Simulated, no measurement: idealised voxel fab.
Module name: voxel gate over fins (process module)
Cross-section cut spans 205 nm and uses square cells 5 nm in size.
Think of the cross-section as a grid of square cells. We describe it in bands, top to bottom, and each band covers one or more rows of those cells. Each band's line starts with the height of the band's top and of its bottom, in nm. Then come its materials from left to right, each with its width in nm. One material with "full width" fills the band from edge to edge. "blank" is empty space. The level at which height equals 0 is the one under which the wafer, as it arrives, is entirely one material. No lower edge exists for the bottom band, which continues downward and is notated as in "from 0 down". The notation "30->40" denotes a width that varies across the rows of cells in the band, beginning at the first number in the top row, finishing at the second number in the bottom row, and changing by an identical amount from each row to the next. "left unchanged", as given for a step, is the statement that not any cell of the cross-section underwent a change during that step. Reported under the label "Closed void entries" are the empty spaces having no open way to the top and comprising 8 cells or more; the notation for each is width x height at distance, in which the distance is measured from the left edge and all three values are in nm. If you see something after the settings on a step's line, that's the simulator's own remark about that step. Each step line may optionally specify "overlay nm", which for a step with a mask gives the rightward distance between the mask's planned place and where it lay, a negative value indicating the leftward direction.
**Steps in the process plan**
1. RECEIVE | material Si
2. CONFORMAL_DEP | material SiN | thk nm 5
3. PATTERN | tone cover | mask id FINS | material resist | width nm 15 | pitch nm 45 | thk nm 20 | overlay nm 0
4. DIRECTIONAL_ETCH | etch materials SiN | depth nm 5
5. DIRECTIONAL_ETCH | etch materials Si | depth nm 30
6. STRIP | etch materials resist
7. FILL_DEP | material SiO2 | thk nm 5
8. CMP | height nm 5
9. SELECTIVE_ETCH | etch materials SiO2 | depth nm 20
10. STRIP | etch materials SiN
11. CONFORMAL_DEP | material HfO2 | thk nm 5
12. CONFORMAL_DEP | material TiN | thk nm 5
13. CONFORMAL_DEP | material TiAl | thk nm 5
14. CONFORMAL_DEP | material TiN | thk nm 5
15. FILL_DEP | material W | thk nm 15
16. CMP | height nm 30
17. CONFORMAL_DEP | material SiN | thk nm 10
**Concerning the first of two wafers, which was run in accordance with the plan**
**As-received state of the wafer in cross-section, equivalent to post-step 1**
	from 0 down: Si full width
	Closed void entries: none
**Sectional view: wafer, after step 2**
	from 5 to 0: SiN full width
	Nothing below the height 0 has changed.
**Sectional view: wafer, after step 3**
	from 25 to 5: 70 nm blank | 15 nm resist | 30 nm blank | 15 nm resist | 75 nm blank
	Nothing below the height 5 has changed.
**Sectional view: wafer, after step 4**
	from 25 to 5: 70 nm blank | 15 nm resist | 30 nm blank | 15 nm resist | 75 nm blank
	from 5 to 0: 70 nm blank | 15 nm SiN | 30 nm blank | 15 nm SiN | 75 nm blank
	Nothing below the height 0 has changed.
**Sectional view: wafer, after step 5**
	from 25 to 5: 70 nm blank | 15 nm resist | 30 nm blank | 15 nm resist | 75 nm blank
	from 5 to 0: 70 nm blank | 15 nm SiN | 30 nm blank | 15 nm SiN | 75 nm blank
	from 0 to -30: 70 nm blank | 15 nm Si | 30 nm blank | 15 nm Si | 75 nm blank
	Nothing below the height -30 has changed.
**Sectional view: wafer, after step 6**
	from 5 to 0: 70 nm blank | 15 nm SiN | 30 nm blank | 15 nm SiN | 75 nm blank
	Nothing below the height 0 has changed.
**Sectional view: wafer, after step 7**
	from 10 to 5: SiO2 full width
	from 5 to 0: 70 nm SiO2 | 15 nm SiN | 30 nm SiO2 | 15 nm SiN | 75 nm SiO2
	from 0 to -30: 70 nm SiO2 | 15 nm Si | 30 nm SiO2 | 15 nm Si | 75 nm SiO2
	Nothing below the height -30 has changed.
**Sectional view: wafer, after step 8**
	from 5 to 0: 70 nm SiO2 | 15 nm SiN | 30 nm SiO2 | 15 nm SiN | 75 nm SiO2
	Nothing below the height 0 has changed.
**Sectional view: wafer, after step 9**
	from 5 to 0: 70 nm blank | 15 nm SiN | 30 nm blank | 15 nm SiN | 75 nm blank
	from 0 to -15: 70 nm blank | 15 nm Si | 30 nm blank | 15 nm Si | 75 nm blank
	Nothing below the height -15 has changed.
**Sectional view: wafer, after step 10**
	from 0 to -15: 70 nm blank | 15 nm Si | 30 nm blank | 15 nm Si | 75 nm blank
	Nothing below the height -15 has changed.
**Sectional view: wafer, after step 11**
	from 5 to 0: 65 nm blank | 25 nm HfO2 | 20 nm blank | 25 nm HfO2 | 70 nm blank
	from 0 to -10: 65 nm blank | 5 nm HfO2 | 15 nm Si | 5 nm HfO2 | 20 nm blank | 5 nm HfO2 | 15 nm Si | 5 nm HfO2 | 70 nm blank
	from -10 to -15: 70 nm HfO2 | 15 nm Si | 30 nm HfO2 | 15 nm Si | 75 nm HfO2
	Nothing below the height -15 has changed.
**Sectional view: wafer, after step 12**
	from 10 to 5: 60 nm blank | 35 nm TiN | 10 nm blank | 35 nm TiN | 65 nm blank
	from 5 to 0: 60 nm blank | 5 nm TiN | 25 nm HfO2 | 5 nm TiN | 10 nm blank | 5 nm TiN | 25 nm HfO2 | 5 nm TiN | 65 nm blank
	from 0 to -5: 60 nm blank | 5 nm TiN | 5 nm HfO2 | 15 nm Si | 5 nm HfO2 | 5 nm TiN | 10 nm blank | 5 nm TiN | 5 nm HfO2 | 15 nm Si | 5 nm HfO2 | 5 nm TiN | 65 nm blank
	from -5 to -10: 65 nm TiN | 5 nm HfO2 | 15 nm Si | 5 nm HfO2 | 20 nm TiN | 5 nm HfO2 | 15 nm Si | 5 nm HfO2 | 70 nm TiN
	Nothing below the height -10 has changed.
**Sectional view: wafer, after step 13**
	from 15 to 10: 55 nm blank | 90 nm TiAl | 60 nm blank
	from 10 to 5: 55 nm blank | 5 nm TiAl | 35 nm TiN | 10 nm TiAl | 35 nm TiN | 5 nm TiAl | 60 nm blank
	from 5 to 0: 55 nm blank | 5 nm TiAl | 5 nm TiN | 25 nm HfO2 | 5 nm TiN | 10 nm TiAl | 5 nm TiN | 25 nm HfO2 | 5 nm TiN | 5 nm TiAl | 60 nm blank
	from 0 to -5: 60 nm TiAl | 5 nm TiN | 5 nm HfO2 | 15 nm Si | 5 nm HfO2 | 5 nm TiN | 10 nm TiAl | 5 nm TiN | 5 nm HfO2 | 15 nm Si | 5 nm HfO2 | 5 nm TiN | 65 nm TiAl
	Nothing below the height -5 has changed.
**Sectional view: wafer, after step 14**
	from 20 to 15: 50 nm blank | 100 nm TiN | 55 nm blank
	from 15 to 10: 50 nm blank | 5 nm TiN | 90 nm TiAl | 5 nm TiN | 55 nm blank
	from 10 to 5: 50 nm blank | 5 nm TiN | 5 nm TiAl | 35 nm TiN | 10 nm TiAl | 35 nm TiN | 5 nm TiAl | 5 nm TiN | 55 nm blank
	from 5 to 0: 55 nm TiN | 5 nm TiAl | 5 nm TiN | 25 nm HfO2 | 5 nm TiN | 10 nm TiAl | 5 nm TiN | 25 nm HfO2 | 5 nm TiN | 5 nm TiAl | 60 nm TiN
	Nothing below the height 0 has changed.
**Sectional view: wafer, after step 15**
	from 35 to 20: W full width
	from 20 to 15: 50 nm W | 100 nm TiN | 55 nm W
	from 15 to 10: 50 nm W | 5 nm TiN | 90 nm TiAl | 5 nm TiN | 55 nm W
	from 10 to 5: 50 nm W | 5 nm TiN | 5 nm TiAl | 35 nm TiN | 10 nm TiAl | 35 nm TiN | 5 nm TiAl | 5 nm TiN | 55 nm W
	Nothing below the height 5 has changed.
**Sectional view: wafer, after step 16**
	from 30 to 20: W full width
	Nothing below the height 20 has changed.
**Sectional view: wafer, after step 17**
	from 40 to 30: SiN full width
	Nothing below the height 30 has changed.
**The second wafer was prepared from the same starting point and under the same plan as the first; its processing contained one mistake, and it remains indistinguishable from the first wafer up to and including step 12**
**Cross-sectional view of the second wafer at the intended end time of process step 13**
	from 15 to 5: 55 nm blank | 90 nm TiN | 60 nm blank
	from 5 to 0: 55 nm blank | 10 nm TiN | 25 nm HfO2 | 20 nm TiN | 25 nm HfO2 | 10 nm TiN | 60 nm blank
	from 0 to -10: 65 nm TiN | 5 nm HfO2 | 15 nm Si | 5 nm HfO2 | 20 nm TiN | 5 nm HfO2 | 15 nm Si | 5 nm HfO2 | 70 nm TiN
	Nothing below the height -10 has changed.
**Cross-sectional view of the second wafer at the intended end time of process step 14**
	from 20 to 15: 50 nm blank | 100 nm TiAl | 55 nm blank
	from 15 to 5: 50 nm blank | 5 nm TiAl | 90 nm TiN | 5 nm TiAl | 55 nm blank
	from 5 to 0: 55 nm TiAl | 10 nm TiN | 25 nm HfO2 | 20 nm TiN | 25 nm HfO2 | 10 nm TiN | 60 nm TiAl
	Nothing below the height 0 has changed.
**Cross-sectional view of the second wafer at the intended end time of process step 15**
	from 35 to 20: W full width
	from 20 to 15: 50 nm W | 100 nm TiAl | 55 nm W
	from 15 to 5: 50 nm W | 5 nm TiAl | 90 nm TiN | 5 nm TiAl | 55 nm W
	Nothing below the height 5 has changed.
**Cross-sectional view of the second wafer at the intended end time of process step 16**
	from 30 to 20: W full width
	Nothing below the height 20 has changed.
**Cross-sectional view of the second wafer at the intended end time of process step 17**
	from 40 to 30: SiN full width
	Nothing below the height 30 has changed.
The plan and the run diverged here: steps 13 and 14 traded places in the executed sequence
Once processing is complete, comparing cell counts shows that the second wafer has more or fewer of certain materials than the first: TiAl -6, TiN +6
